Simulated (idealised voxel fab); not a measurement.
Process module, titled voxel wiring stack
Section cut is 285 nm wide and gridded with 5 nm square cells.
In what follows, cross-sections appear as grids of square cells, described through bands that run from the top down, where every band is one or more rows of cells. First you get the band's top height and its bottom height, in nm, and then the materials it's made of, left to right, with each width in nm. If you see a single material with "throughout", that one covers the band edge to edge. "air" is empty space. Note: height 0 marks the level under which the wafer is uniformly one material as received. Lowest band unbounded below, written "0 and below". You'd read "30->40" like this: the band's top row of cells is as wide as the first number, its bottom row is as wide as the second, and going down, every row changes width by the same amount as the row before did. "nothing different" (step): cross-section cells unchanged, all of them. Listed in "Closed void entries": every empty space of 8 or more cells without an open way to the top. Form: width x height at distance, the distance being from the left edge, all in nm. If you see something after the settings on a step's line, that's the simulator's own remark about that step. A step line may carry the setting "overlay nm", which, for steps involving a mask, states the distance by which the mask lay to the right of its intended position; negative values denote displacement to the left.
[The steps planned for the process are as follows]
1: RECEIVE | material Si
2: CONFORMAL_DEP | material SiO2 | thk nm 10
3: CONFORMAL_DEP | material SiN | thk nm 5
4: DIRECTIONAL_DEP | material lowk | thk nm 25
5: MASKED_ETCH | tone open | mask id METAL_1 | width nm 25 | pitch nm 55 | etch materials lowk | depth nm 25 | overlay nm 0
6: MASKED_ETCH | tone open | mask id METAL_1 | width nm 25 | pitch nm 55 | etch materials SiN | depth nm 5 | overlay nm 0
7: CONFORMAL_DEP | material TiN | thk nm 5
8: FILL_DEP | material Cu | thk nm 5
9: CMP | height nm 40
10: CONFORMAL_DEP | material SiCN | thk nm 5
11: DIRECTIONAL_DEP | material SiO2 | thk nm 25
12: DIRECTIONAL_DEP | material aC | thk nm 10
13: PATTERN | tone open | mask id METAL_2_HOLES | material resist | width nm 15 | thk nm 30 | overlay nm 0
14: DIRECTIONAL_ETCH | etch materials aC | depth nm 10
15: STRIP | etch materials resist
16: DIRECTIONAL_ETCH | etch materials SiO2 | depth nm 25
17: STRIP | etch materials aC
18: MASKED_ETCH | tone open | mask id METAL_2 | width nm 25 | pitch nm 55 | etch materials SiO2 | depth nm 15 | overlay nm 0
19: MASKED_ETCH | tone open | mask id METAL_2 | width nm 25 | pitch nm 55 | etch materials SiCN | depth nm 5 | overlay nm 0
20: CONFORMAL_DEP | material TiN | thk nm 5
21: FILL_DEP | material Cu | thk nm 5
22: CMP | height nm 70
23: CONFORMAL_DEP | material SiCN | thk nm 5
24: DIRECTIONAL_DEP | material SiO2 | thk nm 30
25: MASKED_ETCH | tone open | mask id METAL_3 | width nm 25 | pitch nm 55 | etch materials SiO2 | depth nm 20 | overlay nm 0
26: DIRECTIONAL_DEP | material aC | thk nm 10
27: PATTERN | tone open | mask id METAL_3_HOLES | material resist | width nm 15 | pitch nm 55 | thk nm 25 | overlay nm 0
28: DIRECTIONAL_ETCH | etch materials aC | depth nm 10
29: STRIP | etch materials resist
30: DIRECTIONAL_ETCH | etch materials SiO2 | depth nm 10
31: DIRECTIONAL_ETCH | etch materials SiCN | depth nm 5
32: STRIP | etch materials aC
33: CONFORMAL_DEP | material TiN | thk nm 5
34: FILL_DEP | material Cu | thk nm 5
35: CMP | height nm 95
36: CONFORMAL_DEP | material SiCN | thk nm 5
37: DIRECTIONAL_DEP | material SiO2 | thk nm 25
38: PATTERN | tone open | mask id METAL_4_HOLES | material resist | width nm 15 | pitch nm 55 | thk nm 20 | overlay nm 0
39: DIRECTIONAL_ETCH | etch materials SiO2 | depth nm 25
40: STRIP | etch materials resist
41: PATTERN | tone open | mask id METAL_4 | material resist | width nm 25 | pitch nm 55 | thk nm 20 | overlay nm 0
42: DIRECTIONAL_ETCH | etch materials SiO2 | depth nm 15
43: DIRECTIONAL_ETCH | etch materials SiCN | depth nm 5
44: STRIP | etch materials resist
45: CONFORMAL_DEP | material TiN | thk nm 5
46: FILL_DEP | material Cu | thk nm 10
47: CMP | height nm 135
48: CONFORMAL_DEP | material SiN | thk nm 5
For clarity, it should be stated that the wafers under discussion commence in an identical condition and differ with respect to the height nm of step 35, the plan indicating the value that the first wafer had.
[Cross-section, first of several wafers, as delivered after step 1]
* 0 and below | Si throughout
* Closed void entries: none
[Cross-section, first of several wafers, end of module, after last step 48]
* 140 down to 135 | SiN throughout
* 135 down to 130 | Cu throughout
* 130 down to 125 | 105 nm TiN  15 nm Cu  40 nm TiN  15 nm Cu  110 nm TiN
* 125 down to 115 | 100 nm SiO2  5 nm TiN  15 nm Cu  5 nm TiN  30 nm SiO2  5 nm TiN  15 nm Cu  5 nm TiN  105 nm SiO2
* 115 down to 110 | 100 nm SiO2  5 nm TiN  5 nm Cu  15 nm TiN  30 nm SiO2  5 nm TiN  5 nm Cu  15 nm TiN  105 nm SiO2
* 110 down to 100 | 100 nm SiO2  5 nm TiN  5 nm Cu  5 nm TiN  40 nm SiO2  5 nm TiN  5 nm Cu  5 nm TiN  115 nm SiO2
* 100 down to 95 | 100 nm SiCN  15 nm TiN  40 nm SiCN  15 nm TiN  115 nm SiCN
* 95 down to 85 | 100 nm SiO2  5 nm TiN  15->5 nm Cu  5->15 nm TiN  30 nm SiO2  5 nm TiN  15->5 nm Cu  5->15 nm TiN  105 nm SiO2
* 85 down to 75 | 100 nm SiO2  5 nm TiN  5 nm Cu  5 nm TiN  40 nm SiO2  5 nm TiN  5 nm Cu  5 nm TiN  115 nm SiO2
* 75 down to 70 | 100 nm SiCN  15 nm TiN  40 nm SiCN  15 nm TiN  115 nm SiCN
* 70 down to 60 | 100 nm SiO2  5 nm TiN  15 nm Cu  5 nm TiN  30 nm SiO2  5 nm TiN  15 nm Cu  5 nm TiN  105 nm SiO2
* 60 down to 55 | 100 nm SiO2  5 nm TiN  5 nm Cu  15 nm TiN  30 nm SiO2  25 nm TiN  105 nm SiO2
* 55 down to 45 | 100 nm SiO2  5 nm TiN  5 nm Cu  5 nm TiN  170 nm SiO2
* 45 down to 40 | 100 nm SiCN  15 nm TiN  170 nm SiCN
* 40 down to 15 | 100 nm lowk  5 nm TiN  15 nm Cu  5 nm TiN  30 nm lowk  5 nm TiN  15 nm Cu  5 nm TiN  105 nm lowk
* 15 down to 10 | 100 nm SiN  25 nm TiN  30 nm SiN  25 nm TiN  105 nm SiN
* 10 down to 0 | SiO2 throughout
* 0 and below | Si throughout
* Closed void entries: none
[Here's the last wafer cross-sectioned at the end of the module]
* 140 down to 135 | SiN throughout
* 135 down to 130 | 100 nm SiO2  5 nm TiN  5 nm Cu  15 nm TiN  30 nm SiO2  5 nm TiN  5 nm Cu  15 nm TiN  105 nm SiO2
* 130 down to 120 | 100 nm SiO2  5 nm TiN  5 nm Cu  5 nm TiN  40 nm SiO2  5 nm TiN  5 nm Cu  5 nm TiN  115 nm SiO2
* 120 down to 115 | 100 nm SiCN  15 nm TiN  40 nm SiCN  15 nm TiN  115 nm SiCN
* 115 down to 110 | Cu throughout
* 110 down to 105 | 105 nm TiN  15 nm Cu  40 nm TiN  15 nm Cu  110 nm TiN
* 105 down to 90 | 100 nm SiO2  5 nm TiN  15 nm Cu  5 nm TiN  30 nm SiO2  5 nm TiN  15 nm Cu  5 nm TiN  105 nm SiO2
* 90 down to 85 | 100 nm SiO2  5 nm TiN  5 nm Cu  15 nm TiN  30 nm SiO2  5 nm TiN  5 nm Cu  15 nm TiN  105 nm SiO2
* 85 down to 75 | 100 nm SiO2  5 nm TiN  5 nm Cu  5 nm TiN  40 nm SiO2  5 nm TiN  5 nm Cu  5 nm TiN  115 nm SiO2
* 75 down to 70 | 100 nm SiCN  15 nm TiN  40 nm SiCN  15 nm TiN  115 nm SiCN
* 70 down to 60 | 100 nm SiO2  5 nm TiN  15 nm Cu  5 nm TiN  30 nm SiO2  5 nm TiN  15 nm Cu  5 nm TiN  105 nm SiO2
* 60 down to 55 | 100 nm SiO2  5 nm TiN  5 nm Cu  15 nm TiN  30 nm SiO2  25 nm TiN  105 nm SiO2
* 55 down to 45 | 100 nm SiO2  5 nm TiN  5 nm Cu  5 nm TiN  170 nm SiO2
* 45 down to 40 | 100 nm SiCN  15 nm TiN  170 nm SiCN
* 40 down to 15 | 100 nm lowk  5 nm TiN  15 nm Cu  5 nm TiN  30 nm lowk  5 nm TiN  15 nm Cu  5 nm TiN  105 nm lowk
* 15 down to 10 | 100 nm SiN  25 nm TiN  30 nm SiN  25 nm TiN  105 nm SiN
* 10 down to 0 | SiO2 throughout
* 0 and below | Si throughout
* Closed void entries: none
[Where each wafer stands at the end of the module, a row apiece: cells of each material gained (+) or lost (-) since it was received, then closed voids]
height nm 95, +138 Cu, +156 SiCN, +104 SiN, +802 SiO2, +161 TiN, +235 lowk, Closed void entries: none
height nm 100, +87 Cu, +156 SiCN, +104 SiN, +849 SiO2, +165 TiN, +235 lowk, Closed void entries: none
height nm 105, +87 Cu, +156 SiCN, +104 SiN, +896 SiO2, +118 TiN, +235 lowk, Closed void entries: none
height nm 110, +87 Cu, +156 SiCN, +104 SiN, +849 SiO2, +165 TiN, +235 lowk, Closed void entries: none
height nm 115, +138 Cu, +156 SiCN, +104 SiN, +802 SiO2, +161 TiN, +235 lowk, Closed void entries: none
